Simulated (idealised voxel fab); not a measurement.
Presented below is a process module, voxel capacitor over wiring.
Cross-section cut: width 160 nm, square cells of 5 nm.
Cross-section, as written here: a square-cell grid given band by band from the top down, where a band holds one or more rows of cells. What a band's entry tells you: where the top is and where the bottom is, as heights in nm, and after that what lies inside, material by material from left to right, each with its width in nm. Empty space is written as the word "empty", and a single material marked with the word "full width" occupies the band from edge to edge. Counting heights begins at 0, where everything beneath is, in the wafer as received, one material. The lowest band has no bottom; it goes on downwards, as "top 0, no bottom" shows. Top row gets the first number, bottom row gets the second, and each row in between changes by the same step: that is how a band width like "30->40" works. "all unchanged", as given for a step, is the statement that not any cell of the cross-section underwent a change during that step. Closed-off voids of 8+ cells (no open route to the top) go in "Sealed voids", written width x height at distance from the left edge, in nm. On each step's line, the part that comes after the settings is the simulator's own comment on the step. overlay nm: mask right of planned place by this much (step with mask). Neg. = left.
Set out below are the planned steps of the process
- 1: RECEIVE,material Si
- 2: CONFORMAL_DEP,material SiO2,thk nm 10
- 3: CONFORMAL_DEP,material SiCN,thk nm 5
- 4: DIRECTIONAL_DEP,material SiO2,thk nm 25
- 5: MASKED_ETCH,tone open,mask id METAL_1,width nm 20,pitch nm 75,etch materials SiO2,depth nm 25,overlay nm 0
- 6: MASKED_ETCH,tone open,mask id METAL_1,width nm 20,pitch nm 75,etch materials SiCN,depth nm 5,overlay nm 0
- 7: CONFORMAL_DEP,material TiN,thk nm 5
- 8: FILL_DEP,material Cu,thk nm 5
- 9: CMP,height nm 40
- 10: CONFORMAL_DEP,material SiCN,thk nm 5
- 11: DIRECTIONAL_DEP,material lowk,thk nm 20
- 12: DIRECTIONAL_DEP,material aC,thk nm 15
- 13: PATTERN,tone open,mask id PLUG_1,material resist,width nm 15,thk nm 35,overlay nm 0
- 14: DIRECTIONAL_ETCH,etch materials aC,depth nm 15
- 15: STRIP,etch materials resist
- 16: DIRECTIONAL_ETCH,etch materials lowk,depth nm 20
- 17: DIRECTIONAL_ETCH,etch materials SiCN,depth nm 5
- 18: STRIP,etch materials aC
- 19: EPI,material Ru,thk nm 10
- 20: EPI,material Ru,thk nm 10
- 21: EPI,material Ru,thk nm 5
- 22: DIRECTIONAL_DEP,material TiN,thk nm 10
- 23: DIRECTIONAL_DEP,material Al2O3,thk nm 5
- 24: DIRECTIONAL_DEP,material TiN,thk nm 5
- 25: PATTERN,tone cover,mask id UPPER_PLATE,material resist,width nm 60,thk nm 15,overlay nm 0
- 26: DIRECTIONAL_ETCH,etch materials TiN,depth nm 5
- 27: DIRECTIONAL_ETCH,etch materials Al2O3,depth nm 5
- 28: STRIP,etch materials resist
- 29: PATTERN,tone cover,mask id LOWER_PLATE,material resist,width nm 70,thk nm 15,overlay nm 0
- 30: DIRECTIONAL_ETCH,etch materials TiN,depth nm 10
- 31: STRIP,etch materials resist
- 32: FILL_DEP,material SiO2,thk nm 20
- 33: CMP,height nm 100
- 34: DIRECTIONAL_DEP,material aC,thk nm 15
- 35: PATTERN,tone open,mask id PLUG_2,material resist,width nm 15,thk nm 30,overlay nm 0
- 36: DIRECTIONAL_ETCH,etch materials aC,depth nm 15
- 37: STRIP,etch materials resist
- 38: DIRECTIONAL_ETCH,etch materials SiO2,depth nm 15
- 39: STRIP,etch materials aC
- 40: CONFORMAL_DEP,material TiN,thk nm 5
- 41: FILL_DEP,material Cu,thk nm 5
- 42: CMP,height nm 100
- 43: CONFORMAL_DEP,material SiCN,thk nm 5
Run as planned: first of two wafers
Cross-section: wafer on arrival = after step 1
- top 0, no bottom: Si full width
- Sealed voids: none
Cross-section: wafer state after step 2
- top 10, bottom 0: SiO2 full width
- All layers under 0 are left as they were.
Cross-section: wafer state after step 3
- top 15, bottom 10: SiCN full width
- All layers under 10 are left as they were.
Cross-section: wafer state after step 4
- top 40, bottom 15: SiO2 full width
- All layers under 15 are left as they were.
Cross-section: wafer state after step 5
- top 40, bottom 15: 30 SiO2  20 empty  55 SiO2  20 empty  35 SiO2
- All layers under 15 are left as they were.
Cross-section: wafer state after step 6
- top 40, bottom 15: 30 SiO2  20 empty  55 SiO2  20 empty  35 SiO2
- top 15, bottom 10: 30 SiCN  20 empty  55 SiCN  20 empty  35 SiCN
- All layers under 10 are left as they were.
Cross-section: wafer state after step 7
- top 45, bottom 40: 35 TiN  10 empty  65 TiN  10 empty  40 TiN
- top 40, bottom 15: 30 SiO2  5 TiN  10 empty  5 TiN  55 SiO2  5 TiN  10 empty  5 TiN  35 SiO2
- top 15, bottom 10: 30 SiCN  20 TiN  55 SiCN  20 TiN  35 SiCN
- All layers under 10 are left as they were.
Cross-section: wafer state after step 8
- top 50, bottom 45: Cu full width
- top 45, bottom 40: 35 TiN  10 Cu  65 TiN  10 Cu  40 TiN
- top 40, bottom 15: 30 SiO2  5 TiN  10 Cu  5 TiN  55 SiO2  5 TiN  10 Cu  5 TiN  35 SiO2
- All layers under 15 are left as they were.
Cross-section: wafer state after step 9
- top 40, bottom 15: 30 SiO2  5 TiN  10 Cu  5 TiN  55 SiO2  5 TiN  10 Cu  5 TiN  35 SiO2
- All layers under 15 are left as they were.
Cross-section: wafer state after step 10
- top 45, bottom 40: SiCN full width
- All layers under 40 are left as they were.
Cross-section: wafer state after step 11
- top 65, bottom 45: lowk full width
- All layers under 45 are left as they were.
Cross-section: wafer state after step 12
- top 80, bottom 65: aC full width
- All layers under 65 are left as they were.
Cross-section: wafer state after step 13
- top 115, bottom 80: 35 resist  15 empty  110 resist
- All layers under 80 are left as they were.
Cross-section: wafer state after step 14
- top 100, bottom 80: 35 resist  15 empty  110 resist
- top 80, bottom 65: 35 aC  15 empty  110 aC
- All layers under 65 are left as they were.
Cross-section: wafer state after step 15
- top 80, bottom 65: 35 aC  15 empty  110 aC
- All layers under 65 are left as they were.
Cross-section: wafer state after step 16
- top 80, bottom 65: 35 aC  15 empty  110 aC
- top 65, bottom 45: 35 lowk  15 empty  110 lowk
- All layers under 45 are left as they were.
Cross-section: wafer state after step 17
- top 80, bottom 65: 35 aC  15 empty  110 aC
- top 65, bottom 45: 35 lowk  15 empty  110 lowk
- top 45, bottom 40: 35 SiCN  15 empty  110 SiCN
- All layers under 40 are left as they were.
Cross-section: wafer state after step 18
- top 65, bottom 45: 35 lowk  15 empty  110 lowk
- All layers under 45 are left as they were.
Cross-section: wafer state after step 19
- top 65, bottom 50: 35 lowk  15 empty  110 lowk
- top 50, bottom 45: 35 lowk  15 Ru  110 lowk
- top 45, bottom 40: 35 SiCN  15 Ru  110 SiCN
- All layers under 40 are left as they were.
Cross-section: wafer state after step 20
- top 65, bottom 60: 35 lowk  15 empty  110 lowk
- top 60, bottom 45: 35 lowk  15 Ru  110 lowk
- All layers under 45 are left as they were.
Cross-section: wafer state after step 21
- top 65, bottom 45: 35 lowk  15 Ru  110 lowk
- All layers under 45 are left as they were.
Cross-section: wafer state after step 22
- top 75, bottom 65: TiN full width
- All layers under 65 are left as they were.
Cross-section: wafer state after step 23
- top 80, bottom 75: Al2O3 full width
- All layers under 75 are left as they were.
Cross-section: wafer state after step 24
- top 85, bottom 80: TiN full width
- All layers under 80 are left as they were.
Cross-section: wafer state after step 25
- top 100, bottom 85: 35 empty  60 resist  65 empty
- All layers under 85 are left as they were.
Cross-section: wafer state after step 26
- top 100, bottom 85: 35 empty  60 resist  65 empty
- top 85, bottom 80: 35 empty  60 TiN  65 empty
- All layers under 80 are left as they were.
Cross-section: wafer state after step 27
- top 100, bottom 85: 35 empty  60 resist  65 empty
- top 85, bottom 80: 35 empty  60 TiN  65 empty
- top 80, bottom 75: 35 empty  60 Al2O3  65 empty
- All layers under 75 are left as they were.
Cross-section: wafer state after step 28
- top 85, bottom 80: 35 empty  60 TiN  65 empty
- All layers under 80 are left as they were.
Cross-section: wafer state after step 29
- top 100, bottom 85: 30 empty  70 resist  60 empty
- top 85, bottom 80: 30 empty  5 resist  60 TiN  5 resist  60 empty
- top 80, bottom 75: 30 empty  5 resist  60 Al2O3  5 resist  60 empty
- All layers under 75 are left as they were.
Cross-section: wafer state after step 30
- top 100, bottom 85: 30 empty  70 resist  60 empty
- top 85, bottom 80: 30 empty  5 resist  60 TiN  5 resist  60 empty
- top 80, bottom 75: 30 empty  5 resist  60 Al2O3  5 resist  60 empty
- top 75, bottom 65: 30 empty  70 TiN  60 empty
- All layers under 65 are left as they were.
Cross-section: wafer state after step 31
- top 85, bottom 80: 35 empty  60 TiN  65 empty
- top 80, bottom 75: 35 empty  60 Al2O3  65 empty
- All layers under 75 are left as they were.
Cross-section: wafer state after step 32
- top 105, bottom 85: SiO2 full width
- top 85, bottom 80: 35 SiO2  60 TiN  65 SiO2
- top 80, bottom 75: 35 SiO2  60 Al2O3  65 SiO2
- top 75, bottom 65: 30 SiO2  70 TiN  60 SiO2
- All layers under 65 are left as they were.
Cross-section: wafer state after step 33
- top 100, bottom 85: SiO2 full width
- All layers under 85 are left as they were.
Cross-section: wafer state after step 34
- top 115, bottom 100: aC full width
- All layers under 100 are left as they were.
Cross-section: wafer state after step 35
- top 145, bottom 115: 45 resist  15 empty  100 resist
- All layers under 115 are left as they were.
Cross-section: wafer state after step 36
- top 130, bottom 115: 45 resist  15 empty  100 resist
- top 115, bottom 100: 45 aC  15 empty  100 aC
- All layers under 100 are left as they were.
Cross-section: wafer state after step 37
- top 115, bottom 100: 45 aC  15 empty  100 aC
- All layers under 100 are left as they were.
Cross-section: wafer state after step 38
- top 115, bottom 100: 45 aC  15 empty  100 aC
- top 100, bottom 85: 45 SiO2  15 empty  100 SiO2
- All layers under 85 are left as they were.
Cross-section: wafer state after step 39
- top 100, bottom 85: 45 SiO2  15 empty  100 SiO2
- All layers under 85 are left as they were.
Cross-section: wafer state after step 40
- top 105, bottom 100: 50 TiN  5 empty  105 TiN
- top 100, bottom 90: 45 SiO2  5 TiN  5 empty  5 TiN  100 SiO2
- top 90, bottom 80: 45->35 SiO2  15->60 TiN  100->65 SiO2
- All layers under 80 are left as they were.
Cross-section: wafer state after step 41
- top 110, bottom 105: Cu full width
- top 105, bottom 100: 50 TiN  5 Cu  105 TiN
- top 100, bottom 90: 45 SiO2  5 TiN  5 Cu  5 TiN  100 SiO2
- All layers under 90 are left as they were.
Cross-section: wafer state after step 42
- top 100, bottom 90: 45 SiO2  5 TiN  5 Cu  5 TiN  100 SiO2
- All layers under 90 are left as they were.
Cross-section: wafer state after step 43
- top 105, bottom 100: SiCN full width
- All layers under 100 are left as they were.
Wafer two. Identical start, identical plan. One mistake in execution. Identical history through step 4
Look at the second wafer in cross-section at the time step 5 ought to have finished
- top 40, bottom 15: 30 empty  20 SiO2  55 empty  20 SiO2  35 empty
- All layers under 15 are left as they were.
Look at the second wafer in cross-section at the time step 6 ought to have finished: all unchanged
Look at the second wafer in cross-section at the time step 7 ought to have finished
- top 45, bottom 40: 25 empty  30 TiN  45 empty  30 TiN  30 empty
- top 40, bottom 20: 25 empty  5 TiN  20 SiO2  5 TiN  45 empty  5 TiN  20 SiO2  5 TiN  30 empty
- top 20, bottom 15: 30 TiN  20 SiO2  55 TiN  20 SiO2  35 TiN
- All layers under 15 are left as they were.
Look at the second wafer in cross-section at the time step 8 ought to have finished
- top 50, bottom 45: Cu full width
- top 45, bottom 40: 25 Cu  30 TiN  45 Cu  30 TiN  30 Cu
- top 40, bottom 20: 25 Cu  5 TiN  20 SiO2  5 TiN  45 Cu  5 TiN  20 SiO2  5 TiN  30 Cu
- All layers under 20 are left as they were.
Look at the second wafer in cross-section at the time step 9 ought to have finished
- top 40, bottom 20: 25 Cu  5 TiN  20 SiO2  5 TiN  45 Cu  5 TiN  20 SiO2  5 TiN  30 Cu
- All layers under 20 are left as they were.
Look at the second wafer in cross-section at the time step 10 ought to have finished
- top 45, bottom 40: SiCN full width
- All layers under 40 are left as they were.
Look at the second wafer in cross-section at the time step 11 ought to have finished
- top 65, bottom 45: lowk full width
- All layers under 45 are left as they were.
Look at the second wafer in cross-section at the time step 12 ought to have finished
- top 80, bottom 65: aC full width
- All layers under 65 are left as they were.
Look at the second wafer in cross-section at the time step 13 ought to have finished
- top 115, bottom 80: 35 resist  15 empty  110 resist
- All layers under 80 are left as they were.
Look at the second wafer in cross-section at the time step 14 ought to have finished
- top 100, bottom 80: 35 resist  15 empty  110 resist
- top 80, bottom 65: 35 aC  15 empty  110 aC
- All layers under 65 are left as they were.
Look at the second wafer in cross-section at the time step 15 ought to have finished
- top 80, bottom 65: 35 aC  15 empty  110 aC
- All layers under 65 are left as they were.
Look at the second wafer in cross-section at the time step 16 ought to have finished
- top 80, bottom 65: 35 aC  15 empty  110 aC
- top 65, bottom 45: 35 lowk  15 empty  110 lowk
- All layers under 45 are left as they were.
Look at the second wafer in cross-section at the time step 17 ought to have finished
- top 80, bottom 65: 35 aC  15 empty  110 aC
- top 65, bottom 45: 35 lowk  15 empty  110 lowk
- top 45, bottom 40: 35 SiCN  15 empty  110 SiCN
- All layers under 40 are left as they were.
Look at the second wafer in cross-section at the time step 18 ought to have finished
- top 65, bottom 45: 35 lowk  15 empty  110 lowk
- All layers under 45 are left as they were.
Look at the second wafer in cross-section at the time step 19 ought to have finished: all unchanged
Look at the second wafer in cross-section at the time step 20 ought to have finished: all unchanged
Look at the second wafer in cross-section at the time step 21 ought to have finished: all unchanged
Look at the second wafer in cross-section at the time step 22 ought to have finished
- top 75, bottom 65: 35 TiN  15 empty  110 TiN
- top 65, bottom 50: 35 lowk  15 empty  110 lowk
- top 50, bottom 45: 35 lowk  15 TiN  110 lowk
- top 45, bottom 40: 35 SiCN  15 TiN  110 SiCN
- All layers under 40 are left as they were.
Look at the second wafer in cross-section at the time step 23 ought to have finished
- top 80, bottom 75: 35 Al2O3  15 empty  110 Al2O3
- top 75, bottom 65: 35 TiN  15 empty  110 TiN
- top 65, bottom 55: 35 lowk  15 empty  110 lowk
- top 55, bottom 50: 35 lowk  15 Al2O3  110 lowk
- All layers under 50 are left as they were.
Look at the second wafer in cross-section at the time step 24 ought to have finished
- top 85, bottom 80: 35 TiN  15 empty  110 TiN
- top 80, bottom 75: 35 Al2O3  15 empty  110 Al2O3
- top 75, bottom 65: 35 TiN  15 empty  110 TiN
- top 65, bottom 60: 35 lowk  15 empty  110 lowk
- top 60, bottom 55: 35 lowk  15 TiN  110 lowk
- All layers under 55 are left as they were.
Look at the second wafer in cross-section at the time step 25 ought to have finished
- top 100, bottom 85: 35 empty  60 resist  65 empty
- top 85, bottom 80: 35 TiN  15 resist  110 TiN
- top 80, bottom 75: 35 Al2O3  15 resist  110 Al2O3
- top 75, bottom 65: 35 TiN  15 resist  110 TiN
- top 65, bottom 60: 35 lowk  15 resist  110 lowk
- All layers under 60 are left as they were.
Look at the second wafer in cross-section at the time step 26 ought to have finished
- top 100, bottom 85: 35 empty  60 resist  65 empty
- top 85, bottom 80: 35 empty  15 resist  45 TiN  65 empty
- All layers under 80 are left as they were.
Look at the second wafer in cross-section at the time step 27 ought to have finished
- top 100, bottom 85: 35 empty  60 resist  65 empty
- top 85, bottom 80: 35 empty  15 resist  45 TiN  65 empty
- top 80, bottom 75: 35 empty  15 resist  45 Al2O3  65 empty
- All layers under 75 are left as they were.
Look at the second wafer in cross-section at the time step 28 ought to have finished
- top 85, bottom 80: 50 empty  45 TiN  65 empty
- top 80, bottom 75: 50 empty  45 Al2O3  65 empty
- top 75, bottom 65: 35 TiN  15 empty  110 TiN
- top 65, bottom 60: 35 lowk  15 empty  110 lowk
- All layers under 60 are left as they were.
Look at the second wafer in cross-section at the time step 29 ought to have finished
- top 100, bottom 85: 30 empty  70 resist  60 empty
- top 85, bottom 80: 30 empty  20 resist  45 TiN  5 resist  60 empty
- top 80, bottom 75: 30 empty  20 resist  45 Al2O3  5 resist  60 empty
- top 75, bottom 65: 35 TiN  15 resist  110 TiN
- top 65, bottom 60: 35 lowk  15 resist  110 lowk
- All layers under 60 are left as they were.
Look at the second wafer in cross-section at the time step 30 ought to have finished
- top 100, bottom 85: 30 empty  70 resist  60 empty
- top 85, bottom 80: 30 empty  20 resist  45 TiN  5 resist  60 empty
- top 80, bottom 75: 30 empty  20 resist  45 Al2O3  5 resist  60 empty
- top 75, bottom 65: 30 empty  5 TiN  15 resist  50 TiN  60 empty
- All layers under 65 are left as they were.
Look at the second wafer in cross-section at the time step 31 ought to have finished
- top 85, bottom 80: 50 empty  45 TiN  65 empty
- top 80, bottom 75: 50 empty  45 Al2O3  65 empty
- top 75, bottom 65: 30 empty  5 TiN  15 empty  50 TiN  60 empty
- top 65, bottom 60: 35 lowk  15 empty  110 lowk
- All layers under 60 are left as they were.
Look at the second wafer in cross-section at the time step 32 ought to have finished
- top 105, bottom 85: SiO2 full width
- top 85, bottom 80: 50 SiO2  45 TiN  65 SiO2
- top 80, bottom 75: 50 SiO2  45 Al2O3  65 SiO2
- top 75, bottom 65: 30 SiO2  5 TiN  15 SiO2  50 TiN  60 SiO2
- top 65, bottom 60: 35 lowk  15 SiO2  110 lowk
- All layers under 60 are left as they were.
Look at the second wafer in cross-section at the time step 33 ought to have finished
- top 100, bottom 85: SiO2 full width
- All layers under 85 are left as they were.
Look at the second wafer in cross-section at the time step 34 ought to have finished
- top 115, bottom 100: aC full width
- All layers under 100 are left as they were.
Look at the second wafer in cross-section at the time step 35 ought to have finished
- top 145, bottom 115: 45 resist  15 empty  100 resist
- All layers under 115 are left as they were.
Look at the second wafer in cross-section at the time step 36 ought to have finished
- top 130, bottom 115: 45 resist  15 empty  100 resist
- top 115, bottom 100: 45 aC  15 empty  100 aC
- All layers under 100 are left as they were.
Look at the second wafer in cross-section at the time step 37 ought to have finished
- top 115, bottom 100: 45 aC  15 empty  100 aC
- All layers under 100 are left as they were.
Look at the second wafer in cross-section at the time step 38 ought to have finished
- top 115, bottom 100: 45 aC  15 empty  100 aC
- top 100, bottom 85: 45 SiO2  15 empty  100 SiO2
- All layers under 85 are left as they were.
Look at the second wafer in cross-section at the time step 39 ought to have finished
- top 100, bottom 85: 45 SiO2  15 empty  100 SiO2
- All layers under 85 are left as they were.
Look at the second wafer in cross-section at the time step 40 ought to have finished
- top 105, bottom 100: 50 TiN  5 empty  105 TiN
- top 100, bottom 90: 45 SiO2  5 TiN  5 empty  5 TiN  100 SiO2
- top 90, bottom 80: 45->50 SiO2  15->45 TiN  100->65 SiO2
- All layers under 80 are left as they were.
Look at the second wafer in cross-section at the time step 41 ought to have finished
- top 110, bottom 105: Cu full width
- top 105, bottom 100: 50 TiN  5 Cu  105 TiN
- top 100, bottom 90: 45 SiO2  5 TiN  5 Cu  5 TiN  100 SiO2
- All layers under 90 are left as they were.
Look at the second wafer in cross-section at the time step 42 ought to have finished
- top 100, bottom 90: 45 SiO2  5 TiN  5 Cu  5 TiN  100 SiO2
- All layers under 90 are left as they were.
Look at the second wafer in cross-section at the time step 43 ought to have finished
- top 105, bottom 100: SiCN full width
- All layers under 100 are left as they were.
It is concluded that the wafer was processed incorrectly with respect to the plan, in that planned and actual differ for step 5; actual: MASKED_ETCH,tone cover,mask id METAL_1,width nm 20,pitch nm 75,etch materials SiO2,depth nm 25,overlay nm 0
End check, counted in cells, second wafer has more or fewer of these materials than the first: Cu: 60 more | Ru: 15 fewer | SiCN: 8 more | SiO2: 65 fewer | TiN: 12 more
